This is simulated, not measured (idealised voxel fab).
Proc. module: voxel ribs on slabs
This is section cut - it's 275 nm across, gridded in 5 nm square cells.
Cross-section spec: square-cell grid; bands listed top down; each band is one or more rows. Heads up on the band format: heights come first, top then bottom, in nm. After that it's the materials left to right, each with its width in nm. A single material flagged "edge to edge" fills the whole band edge to edge, and "air" means there's empty space there. Counting heights begins at 0, where everything beneath is, in the wafer as received, one material. The lowest band has no bottom; it goes on downwards, as "0 down" shows. So if you see something like "30->40" for the width, read it as the top row of the band sitting at the first number and the bottom row at the second, with every row in between moving by the same amount as the last. It should be understood that the words "remained unchanged", when stated for a given step, signify that the cross-section underwent no change in any of its cells during that step. If an empty space has no open way to the top and is at least 8 cells in size, "Cavities, closed" lists it, written width x height at distance, where distance is measured from the left edge and every value is in nm. The remark found on a step's line after its settings is issued by the simulator itself and pertains to that step. The line of a step may include "overlay nm". On a step with a mask, this value is how far to the right of its planned place the mask lay. A negative value means the mask lay to the left.
-- Intended process steps
1) RECEIVE [material Si]
2) DIRECTIONAL_DEP [material SiO2] [thk nm 25]
3) DIRECTIONAL_DEP [material SiN] [thk nm 15]
4) MASKED_ETCH [tone cover] [mask id RIB] [width nm 25] [etch materials SiN] [depth nm 5] [overlay nm 0]
5) DIRECTIONAL_DEP [material aC] [thk nm 15]
6) PATTERN [tone cover] [mask id SLAB] [material resist] [width nm 55] [thk nm 35] [overlay nm 0]
7) DIRECTIONAL_ETCH [etch materials aC] [depth nm 15]
8) STRIP [etch materials resist]
9) DIRECTIONAL_ETCH [etch materials SiN] [depth nm 10]
10) STRIP [etch materials aC]
11) FILL_DEP [material SiO2] [thk nm 15]
12) CMP [height nm 50]
13) DIRECTIONAL_DEP [material W] [thk nm 10]
14) PATTERN [tone cover] [mask id HEATER] [material resist] [width nm 35] [thk nm 20] [overlay nm 0]
15) DIRECTIONAL_ETCH [etch materials W] [depth nm 10]
16) STRIP [etch materials resist]
17) CONFORMAL_DEP [material SiN] [thk nm 10]
-- Incoming wafer in cross-section (state: after step 1)
* 0 down  Si edge to edge
* Cavities, closed: none
-- Cross-section taken at module completion on the first of two wafers; processed per the plan
* 70 to 60  air (110), SiN (55), air (110)
* 60 to 50  SiN (120), W (35), SiN (120)
* 50 to 40  SiO2 edge to edge
* 40 to 35  SiO2 (125), SiN (25), SiO2 (125)
* 35 to 25  SiO2 (110), SiN (55), SiO2 (110)
* 25 to 0  SiO2 edge to edge
* 0 down  Si edge to edge
* Cavities, closed: none
-- End of module, second wafer, cross-section. Started like the first, planned like the first, run with one mistake
* 70 to 60  air (110), SiN (55), air (110)
* 60 to 50  SiN (120), W (35), SiN (120)
* 50 to 40  SiO2 edge to edge
* 40 to 35  SiO2 (110), SiN (15), SiO2 (25), SiN (15), SiO2 (110)
* 35 to 30  SiO2 (110), SiN (55), SiO2 (110)
* 30 to 25  SiN edge to edge
* 25 to 0  SiO2 edge to edge
* 0 down  Si edge to edge
* Cavities, closed: none
It is concluded that the wafer was processed incorrectly with respect to the plan, in that step 4 ran with different settings than intended, the actual operation and settings being MASKED_ETCH [tone open] [mask id RIB] [width nm 25] [etch materials SiN] [depth nm 5] [overlay nm 0]
Materials where the second wafer ends with more or fewer cells than the first: SiN +45; SiO2 -45
